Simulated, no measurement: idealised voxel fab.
You're looking at the process module voxel gate over fins.
Shown is cross-section cut, with a width of 235 nm and square cells of size 5 nm.
Cross-sections here: square-cell grids, written as top-down lists of bands, a band being one or more rows of cells. Band: top and bottom heights (nm) first, top before bottom; then materials from left to right, widths in nm. "all across" marks a sole material filling the band edge to edge. "empty" denotes empty space. It should be noted that heights are counted from 0, beneath which the wafer as supplied is of one material throughout, and that the lowest band possesses no lower boundary but continues downward, as written in "0..down". A two-number width, for instance "30 to 40", indicates that the width is equal to the first number in the top row of the band and to the second number in the bottom row, and that it changes by a constant amount per row of cells. Reading "nothing different" for a step: not a cell of the cross-section changed in it. In "Internal closed voids" the enclosed voids are listed, meaning empty spaces of 8 cells or larger without any opening to the top. The form is width x height at distance, distance from the left edge, units nm. What comes after the settings on a step's line is commentary from the simulator itself on that step. A step's line can hold "overlay nm"; with a mask on that step, the setting says how far right of the planned place the mask lay, while a negative setting says it lay to the left.

The following list gives the planned process steps
- 1: RECEIVE | material Si
- 2: CONFORMAL_DEP | material SiN | thk nm 10
- 3: DIRECTIONAL_DEP | material aC | thk nm 15
- 4: PATTERN | tone cover | mask id FINS | material resist | width nm 15 | pitch nm 50 | thk nm 30 | overlay nm 0
- 5: DIRECTIONAL_ETCH | etch materials aC | depth nm 15
- 6: STRIP | etch materials resist
- 7: DIRECTIONAL_ETCH | etch materials SiN | depth nm 10
- 8: DIRECTIONAL_ETCH | etch materials Si | depth nm 30
- 9: STRIP | etch materials aC
- 10: FILL_DEP | material SiO2 | thk nm 5
- 11: CMP | height nm 10
- 12: DIRECTIONAL_DEP | material aC | thk nm 15
- 13: PATTERN | tone open | mask id RAIL | material resist | width nm 15 | thk nm 30 | overlay nm 0
- 14: DIRECTIONAL_ETCH | etch materials aC | depth nm 15
- 15: STRIP | etch materials resist
- 16: DIRECTIONAL_ETCH | etch materials SiO2 | depth nm 35
- 17: STRIP | etch materials aC
- 18: CONFORMAL_DEP | material TiN | thk nm 5
- 19: FILL_DEP | material W | thk nm 10
- 20: CMP | height nm 10
- 21: SELECTIVE_ETCH | etch materials W Ru TiN | depth nm 25
- 22: FILL_DEP | material SiO2 | thk nm 5
- 23: CMP | height nm 10
- 24: SELECTIVE_ETCH | etch materials SiO2 | depth nm 20
- 25: STRIP | etch materials SiN
- 26: CONFORMAL_DEP | material HfO2 | thk nm 5
- 27: CONFORMAL_DEP | material TiN | thk nm 5
- 28: FILL_DEP | material W | thk nm 10
- 29: CMP | height nm 15
- 30: CONFORMAL_DEP | material SiCN | thk nm 10

Wafer as received: cross-section following step 1
  0..down = Si all across
  Internal closed voids: none

What the wafer looks like in cross-section after this module, when it starts as shown above and follows the plan above but one mistake is made in running it
  25..15 = SiCN all across
  15..10 = W all across
  10..5 = W (50) | TiN (35) | W (15) | TiN (35) | W (15) | TiN (35) | W (50)
  5..0 = W (50) | TiN (5) | HfO2 (25) | TiN (5) | W (15) | TiN (5) | HfO2 (25) | TiN (5) | W (15) | TiN (5) | HfO2 (25) | TiN (5) | W (50)
  0..-5 = TiN (55) | HfO2 (5) | Si (15) | HfO2 (5) | TiN (25) | HfO2 (5) | Si (15) | HfO2 (5) | TiN (25) | HfO2 (5) | Si (15) | HfO2 (5) | TiN (55)
  -5..-10 = HfO2 (60) | Si (15) | HfO2 (35) | Si (15) | HfO2 (35) | Si (15) | HfO2 (60)
  -10..-15 = SiO2 (60) | Si (15) | SiO2 (35) | Si (15) | SiO2 (35) | Si (15) | SiO2 (60)
  -15..-20 = SiO2 (60) | Si (15) | SiO2 (10) | TiN (15) | SiO2 (10) | Si (15) | SiO2 (35) | Si (15) | SiO2 (60)
  -20..down = Si all across
  Internal closed voids: none
Here's what went sideways: step 8 ran as: DIRECTIONAL_ETCH | etch materials Si | depth nm 20
